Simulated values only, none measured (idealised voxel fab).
This is a process module. Its name is voxel transistor to metal.
Square cell edge 5 nm, section width 185 nm, ID cut.
We lay out every cross-section as a grid of square cells and spell it out in bands from the top down, where one band means one or more rows of cells.
For a band, the entry starts with two heights in nm, that of the top and then that of the bottom, and carries on with the band's materials in order from left to right, each alongside its width in nm; the word "everywhere" beside a single material means it fills the band edge to edge, and "blank" means empty space.
Height is counted from the level 0, under which the received wafer is composed throughout of one material. The lowest of the bands is not closed at the bottom but continues downward, in the notation "z 0 and below".
Read "30..40" as a graded width: first number on top, second number at the bottom, same change between each pair of neighbouring rows.
A step reported as "all unchanged" is a step in which no cell of the cross-section changed.
Reported under the label "Trapped voids" are the empty spaces having no open way to the top and comprising 8 cells or more; the notation for each is width x height at distance, in which the distance is measured from the left edge and all three values are in nm.
Step line, after settings: the simulator's comment on this step.
Steps that use a mask can have "overlay nm" on their line. It says how far the mask sat to the right of where it was meant to be. Negative means to the left.

The planned process steps are enumerated hereunder:
1) RECEIVE | material Si
2) OXIDIZE | depth nm 5
3) CONFORMAL_DEP | material SiN | thk nm 10
4) MASKED_ETCH | tone cover | mask id ACTIVE | width nm 100 | etch materials SiN | depth nm 10 | overlay nm 0
5) MASKED_ETCH | tone cover | mask id ACTIVE | width nm 100 | etch materials SiO2 | depth nm 5 | overlay nm 0
6) MASKED_ETCH | tone cover | mask id ACTIVE | width nm 100 | etch materials Si | depth nm 20 | overlay nm 0
7) OXIDIZE | depth nm 5
8) FILL_DEP | material SiO2 | thk nm 10
9) CMP | height nm 10
10) SELECTIVE_ETCH | etch materials SiO2 | depth nm 10
11) STRIP | etch materials SiN
12) SELECTIVE_ETCH | etch materials SiO2 | depth nm 5
13) OXIDIZE | depth nm 5
14) DIRECTIONAL_DEP | material polySi | thk nm 25
15) DIRECTIONAL_DEP | material SiCN | thk nm 15
16) PATTERN | tone cover | mask id GATE | material resist | width nm 20 | thk nm 20 | overlay nm 0
17) DIRECTIONAL_ETCH | etch materials SiCN | depth nm 25
18) DIRECTIONAL_ETCH | etch materials polySi | depth nm 35
19) STRIP | etch materials resist
20) CONFORMAL_DEP | material SiN | thk nm 5
21) DIRECTIONAL_ETCH | etch materials SiN | depth nm 5
22) DIRECTIONAL_ETCH | etch materials SiO2 | depth nm 5
23) DIRECTIONAL_ETCH | etch materials Si | depth nm 10
24) EPI | material nSi | thk nm 15
25) FILL_DEP | material SiO2 | thk nm 10
26) CMP | height nm 35
27) DIRECTIONAL_DEP | material SiO2 | thk nm 15
28) DIRECTIONAL_DEP | material aC | thk nm 10
29) PATTERN | tone open | mask id CONTACT | material resist | width nm 15 | pitch nm 75 | thk nm 25 | overlay nm 0
30) DIRECTIONAL_ETCH | etch materials aC | depth nm 10
31) STRIP | etch materials resist
32) DIRECTIONAL_ETCH | etch materials SiO2 | depth nm 55
33) STRIP | etch materials aC
34) CONFORMAL_DEP | material TiN | thk nm 5
35) FILL_DEP | material W | thk nm 10
36) CMP | height nm 50
37) CONFORMAL_DEP | material SiCN | thk nm 5
38) DIRECTIONAL_DEP | material lowk | thk nm 25
39) PATTERN | tone open | mask id METAL_1 | material resist | width nm 15 | pitch nm 75 | thk nm 20 | overlay nm 0
40) DIRECTIONAL_ETCH | etch materials lowk | depth nm 25
41) DIRECTIONAL_ETCH | etch materials SiCN | depth nm 5
42) STRIP | etch materials resist
43) CONFORMAL_DEP | material TiN | thk nm 5
44) FILL_DEP | material Ru | thk nm 5
45) CMP | height nm 80
46) CONFORMAL_DEP | material SiN | thk nm 5

The first of two wafers, run as planned:

So this is the incoming wafer in cross-section - it's already been through step 1:
* z 0 and below | Si everywhere
* Trapped voids: none

So this is the wafer cross-section right after step 2:
* z 0 to -5 | SiO2 everywhere
* Rest of section, below -5: as before.

So this is the wafer cross-section right after step 3:
* z 10 to 0 | SiN everywhere
* Rest of section, below 0: as before.

So this is the wafer cross-section right after step 4:
* z 10 to 0 | blank 40 nm, then SiN 100 nm, then blank 45 nm
* Rest of section, below 0: as before.

So this is the wafer cross-section right after step 5:
* z 10 to 0 | blank 40 nm, then SiN 100 nm, then blank 45 nm
* z 0 to -5 | blank 40 nm, then SiO2 100 nm, then blank 45 nm
* Rest of section, below -5: as before.

So this is the wafer cross-section right after step 6:
* z 10 to 0 | blank 40 nm, then SiN 100 nm, then blank 45 nm
* z 0 to -5 | blank 40 nm, then SiO2 100 nm, then blank 45 nm
* z -5 to -25 | blank 40 nm, then Si 100 nm, then blank 45 nm
* Rest of section, below -25: as before.

So this is the wafer cross-section right after step 7:
* z 10 to 0 | blank 40 nm, then SiN 100 nm, then blank 45 nm
* z 0 to -5 | blank 40 nm, then SiO2 100 nm, then blank 45 nm
* z -5 to -25 | blank 40 nm, then SiO2 5 nm, then Si 90 nm, then SiO2 5 nm, then blank 45 nm
* z -25 to -30 | SiO2 45 nm, then Si 90 nm, then SiO2 50 nm
* Rest of section, below -30: as before.

So this is the wafer cross-section right after step 8:
* z 20 to 10 | SiO2 everywhere
* z 10 to 0 | SiO2 40 nm, then SiN 100 nm, then SiO2 45 nm
* z 0 to -5 | SiO2 everywhere
* z -5 to -30 | SiO2 45 nm, then Si 90 nm, then SiO2 50 nm
* Rest of section, below -30: as before.

So this is the wafer cross-section right after step 9:
* z 10 to 0 | SiO2 40 nm, then SiN 100 nm, then SiO2 45 nm
* Rest of section, below 0: as before.

So this is the wafer cross-section right after step 10:
* z 10 to 0 | blank 40 nm, then SiN 100 nm, then blank 45 nm
* Rest of section, below 0: as before.

So this is the wafer cross-section right after step 11:
* z 0 to -5 | SiO2 everywhere
* Rest of section, below -5: as before.

So this is the wafer cross-section right after step 12:
* z -5 to -30 | SiO2 45 nm, then Si 90 nm, then SiO2 50 nm
* Rest of section, below -30: as before.

So this is the wafer cross-section right after step 13:
* z -5 to -10 | SiO2 everywhere
* Rest of section, below -10: as before.

So this is the wafer cross-section right after step 14:
* z 20 to -5 | polySi everywhere
* Rest of section, below -5: as before.

So this is the wafer cross-section right after step 15:
* z 35 to 20 | SiCN everywhere
* Rest of section, below 20: as before.

So this is the wafer cross-section right after step 16:
* z 55 to 35 | blank 80 nm, then resist 20 nm, then blank 85 nm
* Rest of section, below 35: as before.

So this is the wafer cross-section right after step 17:
* z 55 to 35 | blank 80 nm, then resist 20 nm, then blank 85 nm
* z 35 to 20 | blank 80 nm, then SiCN 20 nm, then blank 85 nm
* Rest of section, below 20: as before.

So this is the wafer cross-section right after step 18:
* z 55 to 35 | blank 80 nm, then resist 20 nm, then blank 85 nm
* z 35 to 20 | blank 80 nm, then SiCN 20 nm, then blank 85 nm
* z 20 to -5 | blank 80 nm, then polySi 20 nm, then blank 85 nm
* Rest of section, below -5: as before.

So this is the wafer cross-section right after step 19:
* z 35 to 20 | blank 80 nm, then SiCN 20 nm, then blank 85 nm
* Rest of section, below 20: as before.

So this is the wafer cross-section right after step 20:
* z 40 to 35 | blank 75 nm, then SiN 30 nm, then blank 80 nm
* z 35 to 20 | blank 75 nm, then SiN 5 nm, then SiCN 20 nm, then SiN 5 nm, then blank 80 nm
* z 20 to 0 | blank 75 nm, then SiN 5 nm, then polySi 20 nm, then SiN 5 nm, then blank 80 nm
* z 0 to -5 | SiN 80 nm, then polySi 20 nm, then SiN 85 nm
* Rest of section, below -5: as before.

So this is the wafer cross-section right after step 21:
* z 35 to 20 | blank 75 nm, then SiN 5 nm, then SiCN 20 nm, then SiN 5 nm, then blank 80 nm
* z 20 to -5 | blank 75 nm, then SiN 5 nm, then polySi 20 nm, then SiN 5 nm, then blank 80 nm
* Rest of section, below -5: as before.

So this is the wafer cross-section right after step 22:
* z 35 to 20 | blank 75 nm, then SiN 5 nm, then SiCN 20 nm, then SiN 5 nm, then blank 80 nm
* z 20 to -5 | blank 75 nm, then SiN 5 nm, then polySi 20 nm, then SiN 5 nm, then blank 80 nm
* z -5 to -10 | blank 75 nm, then SiO2 30 nm, then blank 80 nm
* Rest of section, below -10: as before.

So this is the wafer cross-section right after step 23:
* z 35 to 20 | blank 75 nm, then SiN 5 nm, then SiCN 20 nm, then SiN 5 nm, then blank 80 nm
* z 20 to -5 | blank 75 nm, then SiN 5 nm, then polySi 20 nm, then SiN 5 nm, then blank 80 nm
* z -5 to -10 | blank 75 nm, then SiO2 30 nm, then blank 80 nm
* z -10 to -20 | SiO2 45 nm, then blank 30 nm, then Si 30 nm, then blank 30 nm, then SiO2 50 nm
* Rest of section, below -20: as before.

So this is the wafer cross-section right after step 24:
* z 35 to 20 | blank 75 nm, then SiN 5 nm, then SiCN 20 nm, then SiN 5 nm, then blank 80 nm
* z 20 to 5 | blank 75 nm, then SiN 5 nm, then polySi 20 nm, then SiN 5 nm, then blank 80 nm
* z 5 to -5 | blank 60 nm, then nSi 15 nm, then SiN 5 nm, then polySi 20 nm, then SiN 5 nm, then nSi 15 nm, then blank 65 nm
* z -5 to -10 | blank 40 nm, then nSi 35 nm, then SiO2 30 nm, then nSi 35 nm, then blank 45 nm
* z -10 to -20 | SiO2 45 nm, then nSi 30 nm, then Si 30 nm, then nSi 30 nm, then SiO2 50 nm
* Rest of section, below -20: as before.

So this is the wafer cross-section right after step 25:
* z 45 to 35 | SiO2 everywhere
* z 35 to 20 | SiO2 75 nm, then SiN 5 nm, then SiCN 20 nm, then SiN 5 nm, then SiO2 80 nm
* z 20 to 5 | SiO2 75 nm, then SiN 5 nm, then polySi 20 nm, then SiN 5 nm, then SiO2 80 nm
* z 5 to -5 | SiO2 60 nm, then nSi 15 nm, then SiN 5 nm, then polySi 20 nm, then SiN 5 nm, then nSi 15 nm, then SiO2 65 nm
* z -5 to -10 | SiO2 40 nm, then nSi 35 nm, then SiO2 30 nm, then nSi 35 nm, then SiO2 45 nm
* Rest of section, below -10: as before.

So this is the wafer cross-section right after step 26:
* z 35 to 20 | SiO2 75 nm, then SiN 5 nm, then SiCN 20 nm, then SiN 5 nm, then SiO2 80 nm
* Rest of section, below 20: as before.

So this is the wafer cross-section right after step 27:
* z 50 to 35 | SiO2 everywhere
* Rest of section, below 35: as before.

So this is the wafer cross-section right after step 28:
* z 60 to 50 | aC everywhere
* Rest of section, below 50: as before.

So this is the wafer cross-section right after step 29:
* z 85 to 60 | resist 45 nm, then blank 15 nm, then resist 60 nm, then blank 15 nm, then resist 50 nm
* Rest of section, below 60: as before.

So this is the wafer cross-section right after step 30:
* z 75 to 60 | resist 45 nm, then blank 15 nm, then resist 60 nm, then blank 15 nm, then resist 50 nm
* z 60 to 50 | aC 45 nm, then blank 15 nm, then aC 60 nm, then blank 15 nm, then aC 50 nm
* Rest of section, below 50: as before.

So this is the wafer cross-section right after step 31:
* z 60 to 50 | aC 45 nm, then blank 15 nm, then aC 60 nm, then blank 15 nm, then aC 50 nm
* Rest of section, below 50: as before.

So this is the wafer cross-section right after step 32:
* z 60 to 50 | aC 45 nm, then blank 15 nm, then aC 60 nm, then blank 15 nm, then aC 50 nm
* z 50 to 35 | SiO2 45 nm, then blank 15 nm, then SiO2 60 nm, then blank 15 nm, then SiO2 50 nm
* z 35 to 20 | SiO2 45 nm, then blank 15 nm, then SiO2 15 nm, then SiN 5 nm, then SiCN 20 nm, then SiN 5 nm, then SiO2 15 nm, then blank 15 nm, then SiO2 50 nm
* z 20 to 5 | SiO2 45 nm, then blank 15 nm, then SiO2 15 nm, then SiN 5 nm, then polySi 20 nm, then SiN 5 nm, then SiO2 15 nm, then blank 15 nm, then SiO2 50 nm
* z 5 to -5 | SiO2 45 nm, then blank 15 nm, then nSi 15 nm, then SiN 5 nm, then polySi 20 nm, then SiN 5 nm, then nSi 15 nm, then blank 15 nm, then SiO2 50 nm
* Rest of section, below -5: as before.

So this is the wafer cross-section right after step 33:
* z 50 to 35 | SiO2 45 nm, then blank 15 nm, then SiO2 60 nm, then blank 15 nm, then SiO2 50 nm
* Rest of section, below 35: as before.

So this is the wafer cross-section right after step 34:
* z 55 to 50 | TiN 50 nm, then blank 5 nm, then TiN 70 nm, then blank 5 nm, then TiN 55 nm
* z 50 to 35 | SiO2 45 nm, then TiN 5 nm, then blank 5 nm, then TiN 5 nm, then SiO2 60 nm, then TiN 5 nm, then blank 5 nm, then TiN 5 nm, then SiO2 50 nm
* z 35 to 20 | SiO2 45 nm, then TiN 5 nm, then blank 5 nm, then TiN 5 nm, then SiO2 15 nm, then SiN 5 nm, then SiCN 20 nm, then SiN 5 nm, then SiO2 15 nm, then TiN 5 nm, then blank 5 nm, then TiN 5 nm, then SiO2 50 nm
* z 20 to 5 | SiO2 45 nm, then TiN 5 nm, then blank 5 nm, then TiN 5 nm, then SiO2 15 nm, then SiN 5 nm, then polySi 20 nm, then SiN 5 nm, then SiO2 15 nm, then TiN 5 nm, then blank 5 nm, then TiN 5 nm, then SiO2 50 nm
* z 5 to 0 | SiO2 45 nm, then TiN 5 nm, then blank 5 nm, then TiN 5 nm, then nSi 15 nm, then SiN 5 nm, then polySi 20 nm, then SiN 5 nm, then nSi 15 nm, then TiN 5 nm, then blank 5 nm, then TiN 5 nm, then SiO2 50 nm
* z 0 to -5 | SiO2 45 nm, then TiN 15 nm, then nSi 15 nm, then SiN 5 nm, then polySi 20 nm, then SiN 5 nm, then nSi 15 nm, then TiN 15 nm, then SiO2 50 nm
* Rest of section, below -5: as before.

So this is the wafer cross-section right after step 35:
* z 65 to 55 | W everywhere
* z 55 to 50 | TiN 50 nm, then W 5 nm, then TiN 70 nm, then W 5 nm, then TiN 55 nm
* z 50 to 35 | SiO2 45 nm, then TiN 5 nm, then W 5 nm, then TiN 5 nm, then SiO2 60 nm, then TiN 5 nm, then W 5 nm, then TiN 5 nm, then SiO2 50 nm
* z 35 to 20 | SiO2 45 nm, then TiN 5 nm, then W 5 nm, then TiN 5 nm, then SiO2 15 nm, then SiN 5 nm, then SiCN 20 nm, then SiN 5 nm, then SiO2 15 nm, then TiN 5 nm, then W 5 nm, then TiN 5 nm, then SiO2 50 nm
* z 20 to 5 | SiO2 45 nm, then TiN 5 nm, then W 5 nm, then TiN 5 nm, then SiO2 15 nm, then SiN 5 nm, then polySi 20 nm, then SiN 5 nm, then SiO2 15 nm, then TiN 5 nm, then W 5 nm, then TiN 5 nm, then SiO2 50 nm
* z 5 to 0 | SiO2 45 nm, then TiN 5 nm, then W 5 nm, then TiN 5 nm, then nSi 15 nm, then SiN 5 nm, then polySi 20 nm, then SiN 5 nm, then nSi 15 nm, then TiN 5 nm, then W 5 nm, then TiN 5 nm, then SiO2 50 nm
* Rest of section, below 0: as before.

So this is the wafer cross-section right after step 36:
* z 50 to 35 | SiO2 45 nm, then TiN 5 nm, then W 5 nm, then TiN 5 nm, then SiO2 60 nm, then TiN 5 nm, then W 5 nm, then TiN 5 nm, then SiO2 50 nm
* Rest of section, below 35: as before.

So this is the wafer cross-section right after step 37:
* z 55 to 50 | SiCN everywhere
* Rest of section, below 50: as before.

So this is the wafer cross-section right after step 38:
* z 80 to 55 | lowk everywhere
* Rest of section, below 55: as before.

So this is the wafer cross-section right after step 39:
* z 100 to 80 | resist 45 nm, then blank 15 nm, then resist 60 nm, then blank 15 nm, then resist 50 nm
* Rest of section, below 80: as before.

So this is the wafer cross-section right after step 40:
* z 100 to 80 | resist 45 nm, then blank 15 nm, then resist 60 nm, then blank 15 nm, then resist 50 nm
* z 80 to 55 | lowk 45 nm, then blank 15 nm, then lowk 60 nm, then blank 15 nm, then lowk 50 nm
* Rest of section, below 55: as before.

So this is the wafer cross-section right after step 41:
* z 100 to 80 | resist 45 nm, then blank 15 nm, then resist 60 nm, then blank 15 nm, then resist 50 nm
* z 80 to 55 | lowk 45 nm, then blank 15 nm, then lowk 60 nm, then blank 15 nm, then lowk 50 nm
* z 55 to 50 | SiCN 45 nm, then blank 15 nm, then SiCN 60 nm, then blank 15 nm, then SiCN 50 nm
* Rest of section, below 50: as before.

So this is the wafer cross-section right after step 42:
* z 80 to 55 | lowk 45 nm, then blank 15 nm, then lowk 60 nm, then blank 15 nm, then lowk 50 nm
* Rest of section, below 55: as before.

So this is the wafer cross-section right after step 43:
* z 85 to 80 | TiN 50 nm, then blank 5 nm, then TiN 70 nm, then blank 5 nm, then TiN 55 nm
* z 80 to 55 | lowk 45 nm, then TiN 5 nm, then blank 5 nm, then TiN 5 nm, then lowk 60 nm, then TiN 5 nm, then blank 5 nm, then TiN 5 nm, then lowk 50 nm
* z 55 to 50 | SiCN 45 nm, then TiN 15 nm, then SiCN 60 nm, then TiN 15 nm, then SiCN 50 nm
* Rest of section, below 50: as before.

So this is the wafer cross-section right after step 44:
* z 90 to 85 | Ru everywhere
* z 85 to 80 | TiN 50 nm, then Ru 5 nm, then TiN 70 nm, then Ru 5 nm, then TiN 55 nm
* z 80 to 55 | lowk 45 nm, then TiN 5 nm, then Ru 5 nm, then TiN 5 nm, then lowk 60 nm, then TiN 5 nm, then Ru 5 nm, then TiN 5 nm, then lowk 50 nm
* Rest of section, below 55: as before.

So this is the wafer cross-section right after step 45:
* z 80 to 55 | lowk 45 nm, then TiN 5 nm, then Ru 5 nm, then TiN 5 nm, then lowk 60 nm, then TiN 5 nm, then Ru 5 nm, then TiN 5 nm, then lowk 50 nm
* Rest of section, below 55: as before.

So this is the wafer cross-section right after step 46:
* z 85 to 80 | SiN everywhere
* Rest of section, below 80: as before.

Now the other wafer: same start, same recipe, but we messed up one thing when running it. Up to and including step 15 it's the same as the first one:

X-section, second wafer, when step 16 was due to finish:
* z 55 to 35 | blank 75 nm, then resist 20 nm, then blank 90 nm
* Rest of section, below 35: as before.

X-section, second wafer, when step 17 was due to finish:
* z 55 to 35 | blank 75 nm, then resist 20 nm, then blank 90 nm
* z 35 to 20 | blank 75 nm, then SiCN 20 nm, then blank 90 nm
* Rest of section, below 20: as before.

X-section, second wafer, when step 18 was due to finish:
* z 55 to 35 | blank 75 nm, then resist 20 nm, then blank 90 nm
* z 35 to 20 | blank 75 nm, then SiCN 20 nm, then blank 90 nm
* z 20 to -5 | blank 75 nm, then polySi 20 nm, then blank 90 nm
* Rest of section, below -5: as before.

X-section, second wafer, when step 19 was due to finish:
* z 35 to 20 | blank 75 nm, then SiCN 20 nm, then blank 90 nm
* Rest of section, below 20: as before.

X-section, second wafer, when step 20 was due to finish:
* z 40 to 35 | blank 70 nm, then SiN 30 nm, then blank 85 nm
* z 35 to 20 | blank 70 nm, then SiN 5 nm, then SiCN 20 nm, then SiN 5 nm, then blank 85 nm
* z 20 to 0 | blank 70 nm, then SiN 5 nm, then polySi 20 nm, then SiN 5 nm, then blank 85 nm
* z 0 to -5 | SiN 75 nm, then polySi 20 nm, then SiN 90 nm
* Rest of section, below -5: as before.

X-section, second wafer, when step 21 was due to finish:
* z 35 to 20 | blank 70 nm, then SiN 5 nm, then SiCN 20 nm, then SiN 5 nm, then blank 85 nm
* z 20 to -5 | blank 70 nm, then SiN 5 nm, then polySi 20 nm, then SiN 5 nm, then blank 85 nm
* Rest of section, below -5: as before.

X-section, second wafer, when step 22 was due to finish:
* z 35 to 20 | blank 70 nm, then SiN 5 nm, then SiCN 20 nm, then SiN 5 nm, then blank 85 nm
* z 20 to -5 | blank 70 nm, then SiN 5 nm, then polySi 20 nm, then SiN 5 nm, then blank 85 nm
* z -5 to -10 | blank 70 nm, then SiO2 30 nm, then blank 85 nm
* Rest of section, below -10: as before.

X-section, second wafer, when step 23 was due to finish:
* z 35 to 20 | blank 70 nm, then SiN 5 nm, then SiCN 20 nm, then SiN 5 nm, then blank 85 nm
* z 20 to -5 | blank 70 nm, then SiN 5 nm, then polySi 20 nm, then SiN 5 nm, then blank 85 nm
* z -5 to -10 | blank 70 nm, then SiO2 30 nm, then blank 85 nm
* z -10 to -20 | SiO2 45 nm, then blank 25 nm, then Si 30 nm, then blank 35 nm, then SiO2 50 nm
* Rest of section, below -20: as before.

X-section, second wafer, when step 24 was due to finish:
* z 35 to 20 | blank 70 nm, then SiN 5 nm, then SiCN 20 nm, then SiN 5 nm, then blank 85 nm
* z 20 to 5 | blank 70 nm, then SiN 5 nm, then polySi 20 nm, then SiN 5 nm, then blank 85 nm
* z 5 to -5 | blank 55 nm, then nSi 15 nm, then SiN 5 nm, then polySi 20 nm, then SiN 5 nm, then nSi 15 nm, then blank 70 nm
* z -5 to -10 | blank 40 nm, then nSi 30 nm, then SiO2 30 nm, then nSi 40 nm, then blank 45 nm
* z -10 to -20 | SiO2 45 nm, then nSi 25 nm, then Si 30 nm, then nSi 35 nm, then SiO2 50 nm
* Rest of section, below -20: as before.

X-section, second wafer, when step 25 was due to finish:
* z 45 to 35 | SiO2 everywhere
* z 35 to 20 | SiO2 70 nm, then SiN 5 nm, then SiCN 20 nm, then SiN 5 nm, then SiO2 85 nm
* z 20 to 5 | SiO2 70 nm, then SiN 5 nm, then polySi 20 nm, then SiN 5 nm, then SiO2 85 nm
* z 5 to -5 | SiO2 55 nm, then nSi 15 nm, then SiN 5 nm, then polySi 20 nm, then SiN 5 nm, then nSi 15 nm, then SiO2 70 nm
* z -5 to -10 | SiO2 40 nm, then nSi 30 nm, then SiO2 30 nm, then nSi 40 nm, then SiO2 45 nm
* Rest of section, below -10: as before.

X-section, second wafer, when step 26 was due to finish:
* z 35 to 20 | SiO2 70 nm, then SiN 5 nm, then SiCN 20 nm, then SiN 5 nm, then SiO2 85 nm
* Rest of section, below 20: as before.

X-section, second wafer, when step 27 was due to finish:
* z 50 to 35 | SiO2 everywhere
* Rest of section, below 35: as before.

X-section, second wafer, when step 28 was due to finish:
* z 60 to 50 | aC everywhere
* Rest of section, below 50: as before.

X-section, second wafer, when step 29 was due to finish:
* z 85 to 60 | resist 45 nm, then blank 15 nm, then resist 60 nm, then blank 15 nm, then resist 50 nm
* Rest of section, below 60: as before.

X-section, second wafer, when step 30 was due to finish:
* z 75 to 60 | resist 45 nm, then blank 15 nm, then resist 60 nm, then blank 15 nm, then resist 50 nm
* z 60 to 50 | aC 45 nm, then blank 15 nm, then aC 60 nm, then blank 15 nm, then aC 50 nm
* Rest of section, below 50: as before.

X-section, second wafer, when step 31 was due to finish:
* z 60 to 50 | aC 45 nm, then blank 15 nm, then aC 60 nm, then blank 15 nm, then aC 50 nm
* Rest of section, below 50: as before.

X-section, second wafer, when step 32 was due to finish:
* z 60 to 50 | aC 45 nm, then blank 15 nm, then aC 60 nm, then blank 15 nm, then aC 50 nm
* z 50 to 35 | SiO2 45 nm, then blank 15 nm, then SiO2 60 nm, then blank 15 nm, then SiO2 50 nm
* z 35 to 20 | SiO2 45 nm, then blank 15 nm, then SiO2 10 nm, then SiN 5 nm, then SiCN 20 nm, then SiN 5 nm, then SiO2 20 nm, then blank 15 nm, then SiO2 50 nm
* z 20 to 5 | SiO2 45 nm, then blank 15 nm, then SiO2 10 nm, then SiN 5 nm, then polySi 20 nm, then SiN 5 nm, then SiO2 20 nm, then blank 15 nm, then SiO2 50 nm
* z 5 to -5 | SiO2 45 nm, then blank 10 nm, then nSi 15 nm, then SiN 5 nm, then polySi 20 nm, then SiN 5 nm, then nSi 15 nm, then SiO2 5 nm, then blank 15 nm, then SiO2 50 nm
* Rest of section, below -5: as before.

X-section, second wafer, when step 33 was due to finish:
* z 50 to 35 | SiO2 45 nm, then blank 15 nm, then SiO2 60 nm, then blank 15 nm, then SiO2 50 nm
* Rest of section, below 35: as before.

X-section, second wafer, when step 34 was due to finish:
* z 55 to 50 | TiN 50 nm, then blank 5 nm, then TiN 70 nm, then blank 5 nm, then TiN 55 nm
* z 50 to 35 | SiO2 45 nm, then TiN 5 nm, then blank 5 nm, then TiN 5 nm, then SiO2 60 nm, then TiN 5 nm, then blank 5 nm, then TiN 5 nm, then SiO2 50 nm
* z 35 to 20 | SiO2 45 nm, then TiN 5 nm, then blank 5 nm, then TiN 5 nm, then SiO2 10 nm, then SiN 5 nm, then SiCN 20 nm, then SiN 5 nm, then SiO2 20 nm, then TiN 5 nm, then blank 5 nm, then TiN 5 nm, then SiO2 50 nm
* z 20 to 10 | SiO2 45 nm, then TiN 5 nm, then blank 5 nm, then TiN 5 nm, then SiO2 10 nm, then SiN 5 nm, then polySi 20 nm, then SiN 5 nm, then SiO2 20 nm, then TiN 5 nm, then blank 5 nm, then TiN 5 nm, then SiO2 50 nm
* z 10 to 5 | SiO2 45 nm, then TiN 15 nm, then SiO2 10 nm, then SiN 5 nm, then polySi 20 nm, then SiN 5 nm, then SiO2 20 nm, then TiN 5 nm, then blank 5 nm, then TiN 5 nm, then SiO2 50 nm
* z 5 to 0 | SiO2 45 nm, then TiN 10 nm, then nSi 15 nm, then SiN 5 nm, then polySi 20 nm, then SiN 5 nm, then nSi 15 nm, then SiO2 5 nm, then TiN 5 nm, then blank 5 nm, then TiN 5 nm, then SiO2 50 nm
* z 0 to -5 | SiO2 45 nm, then TiN 10 nm, then nSi 15 nm, then SiN 5 nm, then polySi 20 nm, then SiN 5 nm, then nSi 15 nm, then SiO2 5 nm, then TiN 15 nm, then SiO2 50 nm
* Rest of section, below -5: as before.

X-section, second wafer, when step 35 was due to finish:
* z 65 to 55 | W everywhere
* z 55 to 50 | TiN 50 nm, then W 5 nm, then TiN 70 nm, then W 5 nm, then TiN 55 nm
* z 50 to 35 | SiO2 45 nm, then TiN 5 nm, then W 5 nm, then TiN 5 nm, then SiO2 60 nm, then TiN 5 nm, then W 5 nm, then TiN 5 nm, then SiO2 50 nm
* z 35 to 20 | SiO2 45 nm, then TiN 5 nm, then W 5 nm, then TiN 5 nm, then SiO2 10 nm, then SiN 5 nm, then SiCN 20 nm, then SiN 5 nm, then SiO2 20 nm, then TiN 5 nm, then W 5 nm, then TiN 5 nm, then SiO2 50 nm
* z 20 to 10 | SiO2 45 nm, then TiN 5 nm, then W 5 nm, then TiN 5 nm, then SiO2 10 nm, then SiN 5 nm, then polySi 20 nm, then SiN 5 nm, then SiO2 20 nm, then TiN 5 nm, then W 5 nm, then TiN 5 nm, then SiO2 50 nm
* z 10 to 5 | SiO2 45 nm, then TiN 15 nm, then SiO2 10 nm, then SiN 5 nm, then polySi 20 nm, then SiN 5 nm, then SiO2 20 nm, then TiN 5 nm, then W 5 nm, then TiN 5 nm, then SiO2 50 nm
* z 5 to 0 | SiO2 45 nm, then TiN 10 nm, then nSi 15 nm, then SiN 5 nm, then polySi 20 nm, then SiN 5 nm, then nSi 15 nm, then SiO2 5 nm, then TiN 5 nm, then W 5 nm, then TiN 5 nm, then SiO2 50 nm
* Rest of section, below 0: as before.

X-section, second wafer, when step 36 was due to finish:
* z 50 to 35 | SiO2 45 nm, then TiN 5 nm, then W 5 nm, then TiN 5 nm, then SiO2 60 nm, then TiN 5 nm, then W 5 nm, then TiN 5 nm, then SiO2 50 nm
* Rest of section, below 35: as before.

X-section, second wafer, when step 37 was due to finish:
* z 55 to 50 | SiCN everywhere
* Rest of section, below 50: as before.

X-section, second wafer, when step 38 was due to finish:
* z 80 to 55 | lowk everywhere
* Rest of section, below 55: as before.

X-section, second wafer, when step 39 was due to finish:
* z 100 to 80 | resist 45 nm, then blank 15 nm, then resist 60 nm, then blank 15 nm, then resist 50 nm
* Rest of section, below 80: as before.

X-section, second wafer, when step 40 was due to finish:
* z 100 to 80 | resist 45 nm, then blank 15 nm, then resist 60 nm, then blank 15 nm, then resist 50 nm
* z 80 to 55 | lowk 45 nm, then blank 15 nm, then lowk 60 nm, then blank 15 nm, then lowk 50 nm
* Rest of section, below 55: as before.

X-section, second wafer, when step 41 was due to finish:
* z 100 to 80 | resist 45 nm, then blank 15 nm, then resist 60 nm, then blank 15 nm, then resist 50 nm
* z 80 to 55 | lowk 45 nm, then blank 15 nm, then lowk 60 nm, then blank 15 nm, then lowk 50 nm
* z 55 to 50 | SiCN 45 nm, then blank 15 nm, then SiCN 60 nm, then blank 15 nm, then SiCN 50 nm
* Rest of section, below 50: as before.

X-section, second wafer, when step 42 was due to finish:
* z 80 to 55 | lowk 45 nm, then blank 15 nm, then lowk 60 nm, then blank 15 nm, then lowk 50 nm
* Rest of section, below 55: as before.

X-section, second wafer, when step 43 was due to finish:
* z 85 to 80 | TiN 50 nm, then blank 5 nm, then TiN 70 nm, then blank 5 nm, then TiN 55 nm
* z 80 to 55 | lowk 45 nm, then TiN 5 nm, then blank 5 nm, then TiN 5 nm, then lowk 60 nm, then TiN 5 nm, then blank 5 nm, then TiN 5 nm, then lowk 50 nm
* z 55 to 50 | SiCN 45 nm, then TiN 15 nm, then SiCN 60 nm, then TiN 15 nm, then SiCN 50 nm
* Rest of section, below 50: as before.

X-section, second wafer, when step 44 was due to finish:
* z 90 to 85 | Ru everywhere
* z 85 to 80 | TiN 50 nm, then Ru 5 nm, then TiN 70 nm, then Ru 5 nm, then TiN 55 nm
* z 80 to 55 | lowk 45 nm, then TiN 5 nm, then Ru 5 nm, then TiN 5 nm, then lowk 60 nm, then TiN 5 nm, then Ru 5 nm, then TiN 5 nm, then lowk 50 nm
* Rest of section, below 55: as before.

X-section, second wafer, when step 45 was due to finish:
* z 80 to 55 | lowk 45 nm, then TiN 5 nm, then Ru 5 nm, then TiN 5 nm, then lowk 60 nm, then TiN 5 nm, then Ru 5 nm, then TiN 5 nm, then lowk 50 nm
* Rest of section, below 55: as before.

X-section, second wafer, when step 46 was due to finish:
* z 85 to 80 | SiN everywhere
* Rest of section, below 80: as before.
Misprocessing identified: step 16 ran as: PATTERN | tone cover | mask id GATE | material resist | width nm 20 | thk nm 20 | overlay nm -5
Final comparison by cell count, materials where the second wafer has more or fewer than the first: SiO2: 2 more; W: 2 fewer
